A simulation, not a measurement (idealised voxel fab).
process module | voxel released beams
cross-section cut | 240 nm wide | cells 5 nm
A cross-section is a grid of square cells, given in bands from the top down. A band is one or more rows of cells.
Each band's line starts with the height of the band's top and of its bottom, in nm. Then come its materials from left to right, each with its width in nm. One material with "throughout" fills the band from edge to edge. "air" is empty space.
Height 0 is the level under which the wafer as received is all one material. The lowest band goes on downwards, as in "0 down".
A width such as "30 to 40" changes by the same amount from each row of cells to the next, from the band's top row to its bottom row.
"no change" after a step means that no cell of the cross-section changed.
closed voids: empty space of 8 cells or more with no open way to the top, each as width x height at its distance from the left edge, in nm
after a step's settings: what the simulator itself notes on the step
overlay nm, on a step with a mask: how far to the right of its planned place the mask lay; to the left if negative
plan
1 op RECEIVE | material Si
2 op CONFORMAL_DEP | material SiN | thk nm 10
3 op DIRECTIONAL_DEP | material SiO2 | thk nm 10
4 op PATTERN | tone open | mask id ANCHOR | material resist | width nm 45 | thk nm 20 | overlay nm 0
5 op DIRECTIONAL_ETCH | etch materials SiO2 | depth nm 10
6 op STRIP | etch materials resist
7 op CONFORMAL_DEP | material W | thk nm 15
8 op MASKED_ETCH | tone cover | mask id BEAM | width nm 105 | etch materials W | depth nm 15 | overlay nm 0
9 op STRIP | etch materials SiO2
as received, after step 1
  0 down: Si throughout
  closed voids: none
first wafer at the end, as planned
  35 to 25: air 65 | W 20 | air 15 | W 70 | air 70
  25 to 20: air 65 | W 105 | air 70
  20 to 10: air 70 | W 45 | air 125
  10 to 0: SiN throughout
  0 down: Si throughout
  closed voids: none
second wafer at the end: like start, like plan, one mistake
  35 to 25: air 65 | W 25 | air 15 | W 65 | air 70
  25 to 20: air 65 | W 105 | air 70
  20 to 10: air 75 | W 45 | air 120
  10 to 0: SiN throughout
  0 down: Si throughout
  closed voids: none
what went wrong: step 4 ran as: op PATTERN | tone open | mask id ANCHOR | material resist | width nm 45 | thk nm 20 | overlay nm 5
at the end the second wafer has, in cells: as many of each material as the first, in other places
